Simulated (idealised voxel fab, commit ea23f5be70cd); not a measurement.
The document below concerns the process module designated voxel gate over fins.
Cross-sectional view cut (width: 255 nm; square cell size: 5 nm).
Think of the cross-section as a grid of square cells. We describe it in bands, top to bottom, and each band covers one or more rows of those cells.
In this notation a band is specified by the heights of its top and bottom, in that order and in nm, after which its materials appear from left to right, each paired with its width in nm. The word "all across" attached to a single material means that material fills the band from edge to edge; the word "blank" stands for empty space.
Beneath 0, the wafer as received is one material, and that level is where height counting begins. The lowest band goes on downward without a bottom; it is written like "0 -> down".
Width spec "30->40" -> top row of cells at first value, bottom row at second value, equal per-row change in between.
When a step is marked "remains unaltered", none of the cells in the cross-section changed during that step.
Voids not open to the top, 8 cells minimum: see "Catalogued sealed voids". Written width x height at distance; distance is from the left edge; nm.
Whatever follows a step's settings on its line is a remark the simulator itself makes about that step.
overlay nm: mask right of planned place by this much (step with mask). Neg. = left.
**Planned step list for the process**
step 1: RECEIVE,material Si
step 2: CONFORMAL_DEP,material SiN,thk nm 10
step 3: DIRECTIONAL_DEP,material aC,thk nm 10
step 4: PATTERN,tone cover,mask id FINS,material resist,width nm 15,pitch nm 45,thk nm 25,overlay nm -15
step 5: DIRECTIONAL_ETCH,etch materials aC,depth nm 10
step 6: STRIP,etch materials resist
step 7: DIRECTIONAL_ETCH,etch materials SiN,depth nm 10
step 8: DIRECTIONAL_ETCH,etch materials Si,depth nm 40
step 9: STRIP,etch materials aC
step 10: FILL_DEP,material SiO2,thk nm 5
step 11: CMP,height nm 10
step 12: SELECTIVE_ETCH,etch materials SiO2,depth nm 25
step 13: STRIP,etch materials SiN
step 14: CONFORMAL_DEP,material HfO2,thk nm 5
step 15: CONFORMAL_DEP,material TiN,thk nm 5
step 16: FILL_DEP,material W,thk nm 15
step 17: CMP,height nm 20
step 18: CONFORMAL_DEP,material SiN,thk nm 5
Variable across wafers: step 4 overlay nm (plan value is that of the first wafer; starting state common to all).
**The first of several wafers in cross-section, exactly as it reached us after step 1**
    0 -> down: Si all across
    Catalogued sealed voids: none
**Quick look at the cross-section of the first of several wafers after step 18, which wraps up the module**
    25 -> 20: SiN all across
    20 -> 10: W all across
    10 -> 5: W: 50; TiN: 35; W: 10; TiN: 35; W: 10; TiN: 35; W: 80
    5 -> 0: W: 50; TiN: 5; HfO2: 25; TiN: 5; W: 10; TiN: 5; HfO2: 25; TiN: 5; W: 10; TiN: 5; HfO2: 25; TiN: 5; W: 80
    0 -> -5: W: 50; TiN: 5; HfO2: 5; Si: 15; HfO2: 5; TiN: 5; W: 10; TiN: 5; HfO2: 5; Si: 15; HfO2: 5; TiN: 5; W: 10; TiN: 5; HfO2: 5; Si: 15; HfO2: 5; TiN: 5; W: 80
    -5 -> -10: TiN: 55; HfO2: 5; Si: 15; HfO2: 5; TiN: 20; HfO2: 5; Si: 15; HfO2: 5; TiN: 20; HfO2: 5; Si: 15; HfO2: 5; TiN: 85
    -10 -> -15: HfO2: 60; Si: 15; HfO2: 30; Si: 15; HfO2: 30; Si: 15; HfO2: 90
    -15 -> -40: SiO2: 60; Si: 15; SiO2: 30; Si: 15; SiO2: 30; Si: 15; SiO2: 90
    -40 -> down: Si all across
    Catalogued sealed voids: none
**Showing the last wafer in cross-section at the end of the module**
    25 -> 20: SiN all across
    20 -> 10: W all across
    10 -> 5: W: 80; TiN: 35; W: 10; TiN: 35; W: 10; TiN: 35; W: 50
    5 -> 0: W: 80; TiN: 5; HfO2: 25; TiN: 5; W: 10; TiN: 5; HfO2: 25; TiN: 5; W: 10; TiN: 5; HfO2: 25; TiN: 5; W: 50
    0 -> -5: W: 80; TiN: 5; HfO2: 5; Si: 15; HfO2: 5; TiN: 5; W: 10; TiN: 5; HfO2: 5; Si: 15; HfO2: 5; TiN: 5; W: 10; TiN: 5; HfO2: 5; Si: 15; HfO2: 5; TiN: 5; W: 50
    -5 -> -10: TiN: 85; HfO2: 5; Si: 15; HfO2: 5; TiN: 20; HfO2: 5; Si: 15; HfO2: 5; TiN: 20; HfO2: 5; Si: 15; HfO2: 5; TiN: 55
    -10 -> -15: HfO2: 90; Si: 15; HfO2: 30; Si: 15; HfO2: 30; Si: 15; HfO2: 60
    -15 -> -40: SiO2: 90; Si: 15; SiO2: 30; Si: 15; SiO2: 30; Si: 15; SiO2: 60
    -40 -> down: Si all across
    Catalogued sealed voids: none
**The table below has one row for each wafer; a row shows, as of the end of the module, how many cells of each material the wafer has gained, marked (+), or lost, marked (-), since it was received, and then the wafer's closed voids**
overlay nm -15 | +69 HfO2 | -336 Si | +51 SiN | +210 SiO2 | +69 TiN | +192 W | Catalogued sealed voids: none
overlay nm -10 | +69 HfO2 | -336 Si | +51 SiN | +210 SiO2 | +69 TiN | +192 W | Catalogued sealed voids: none
overlay nm -5 | +69 HfO2 | -336 Si | +51 SiN | +210 SiO2 | +69 TiN | +192 W | Catalogued sealed voids: none
overlay nm 0 | +69 HfO2 | -336 Si | +51 SiN | +210 SiO2 | +69 TiN | +192 W | Catalogued sealed voids: none
overlay nm 5 | +69 HfO2 | -336 Si | +51 SiN | +210 SiO2 | +69 TiN | +192 W | Catalogued sealed voids: none
overlay nm 10 | +69 HfO2 | -336 Si | +51 SiN | +210 SiO2 | +69 TiN | +192 W | Catalogued sealed voids: none
overlay nm 15 | +69 HfO2 | -336 Si | +51 SiN | +210 SiO2 | +69 TiN | +192 W | Catalogued sealed voids: none
